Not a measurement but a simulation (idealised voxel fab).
The process module that follows is named voxel released beams.
Cross-section cut spans 200 nm and uses square cells 5 nm in size.
Think of the cross-section as a grid of square cells. We describe it in bands, top to bottom, and each band covers one or more rows of those cells. A band entry consists of two parts. The first gives the height of the band's top and the height of its bottom, in nm. The rest lists the band's materials from left to right, each with its width in nm. A single material labelled with the word "full width" fills the band from edge to edge, and the word "air" marks empty space. Note: height 0 marks the level under which the wafer is uniformly one material as received. Lowest band unbounded below, written "top 0, no bottom". A width such as "30..40" changes by the same amount from each row of cells to the next, from the band's top row to its bottom row. For the purposes of this document, the phrase "no change occurred" attached to a step denotes that no cell within the cross-section was modified by that step. The label "Unvented cavities" introduces a list of the empty spaces, 8 cells or larger, that have no open way up to the top; each entry in it reads width x height at distance, where the distance is taken from the left edge and all three are stated in nm. Note: text after step settings on the step line = simulator remark on that step. "overlay nm" answers the question of how far to the right of plan the mask lay on a step that has a mask, and when it is negative the answer is to the left.
SO HERE'S THE LINEUP OF PROCESS STEPS WE PLANNED
1) RECEIVE: material Si
2) CONFORMAL_DEP: material SiN, thk nm 10
3) DIRECTIONAL_DEP: material SiO2, thk nm 10
4) MASKED_ETCH: tone open, mask id ANCHOR, width nm 30, etch materials SiO2, depth nm 10, overlay nm 0
5) CONFORMAL_DEP: material W, thk nm 10
6) DIRECTIONAL_DEP: material aC, thk nm 15
7) PATTERN: tone cover, mask id BEAM, material resist, width nm 90, thk nm 35, overlay nm 0
8) DIRECTIONAL_ETCH: etch materials aC, depth nm 15
9) STRIP: etch materials resist
10) DIRECTIONAL_ETCH: etch materials W, depth nm 10
11) STRIP: etch materials aC
12) STRIP: etch materials SiO2
WAFER AT RECEIPT (POST STEP 1), CROSS-SECTION
- top 0, no bottom  Si full width
- Unvented cavities: none
WAFER AT MODULE END, IN SECTION. BEGAN AS ABOVE, PLANNED AS ABOVE, RUN WITH ONE MISTAKE
- top 20, bottom 10  50 of air | 90 of W | 60 of air
- top 10, bottom 0  SiN full width
- top 0, no bottom  Si full width
- Unvented cavities: none
Deviation from plan: step 3 of the plan was omitted and not executed
